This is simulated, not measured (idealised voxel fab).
Proc. module: voxel ribs on slabs
The figure presents cross-section cut, which has a width of 190 nm and is divided into square cells with an edge length of 5 nm.
Notation: cross-section as square-cell grid; stated in bands, top first, going down; one or more cell rows per band.
Heights first: top, then bottom, in nm. Then materials, left to right, each with a width in nm. "everywhere" on a single material: fills the band edge to edge. "blank": empty space.
It should be noted that heights are counted from 0, beneath which the wafer as supplied is of one material throughout, and that the lowest band possesses no lower boundary but continues downward, as written in "0 down".
Think of "30->40" as a width that walks from the first number to the second as you go down the band, top row to bottom row, taking equal-sized steps from row to row.
You'll sometimes find "all unchanged" written for a step, and that's the way of saying that nowhere in the cross-section did a cell change during that step.
Look at "Closed cavity list" for the closed voids: empty spaces with no open path to the top, sized 8 cells or up. Each is width x height at distance, distance from the left edge, all nm.
Read whatever lies past the settings on a step's line as the simulator's own remark about the step.
The "overlay nm" setting may appear on a step's line; for a step that uses a mask, it gives how far to the right of its planned position the mask lay, and a negative value indicates the left.
**Here's what the planned process steps look like**
1,RECEIVE,material Si
2,DIRECTIONAL_DEP,material SiO2,thk nm 20
3,DIRECTIONAL_DEP,material SiN,thk nm 20
4,DIRECTIONAL_DEP,material aC,thk nm 15
5,PATTERN,tone cover,mask id RIB,material resist,width nm 20,thk nm 30,overlay nm 0
6,DIRECTIONAL_ETCH,etch materials aC,depth nm 15
7,STRIP,etch materials resist
8,DIRECTIONAL_ETCH,etch materials SiN,depth nm 10
9,STRIP,etch materials aC
10,PATTERN,tone cover,mask id SLAB,material resist,width nm 70,thk nm 15,overlay nm 0
11,DIRECTIONAL_ETCH,etch materials SiN,depth nm 10
12,STRIP,etch materials resist
13,FILL_DEP,material SiO2,thk nm 30
14,CMP,height nm 60
15,DIRECTIONAL_DEP,material W,thk nm 5
16,DIRECTIONAL_DEP,material aC,thk nm 15
17,PATTERN,tone cover,mask id HEATER,material resist,width nm 30,thk nm 30,overlay nm 0
18,DIRECTIONAL_ETCH,etch materials aC,depth nm 15
19,STRIP,etch materials resist
20,DIRECTIONAL_ETCH,etch materials W,depth nm 5
21,STRIP,etch materials aC
22,CONFORMAL_DEP,material SiN,thk nm 5
**Wafer cross-section on receipt, i.e. after step 1**
> 0 down  Si everywhere
> Closed cavity list: none
**First wafer of two, sectioned at end of module; run went per plan**
> 70 to 65  blank=75, then SiN=40, then blank=75
> 65 to 60  SiN=80, then W=30, then SiN=80
> 60 to 40  SiO2 everywhere
> 40 to 30  SiO2=85, then SiN=20, then SiO2=85
> 30 to 20  SiO2=60, then SiN=70, then SiO2=60
> 20 to 0  SiO2 everywhere
> 0 down  Si everywhere
> Closed cavity list: none
**Second wafer through the module, sectioned at the end: same beginning and same plan as the first wafer, with one mistake in carrying it out**
> 70 to 65  SiN=85, then blank=20, then SiN=85
> 65 to 60  W=80, then SiN=30, then W=80
> 60 to 40  SiO2 everywhere
> 40 to 30  SiO2=85, then SiN=20, then SiO2=85
> 30 to 20  SiO2=60, then SiN=70, then SiO2=60
> 20 to 0  SiO2 everywhere
> 0 down  Si everywhere
> Closed cavity list: none
Finding, execution versus plan: step 17, actual vs plan mismatch, actual run PATTERN,tone open,mask id HEATER,material resist,width nm 30,thk nm 30,overlay nm 0
Bottom line after processing is that, in cells, the second wafer is up or down on some materials versus the first: W: 26 more
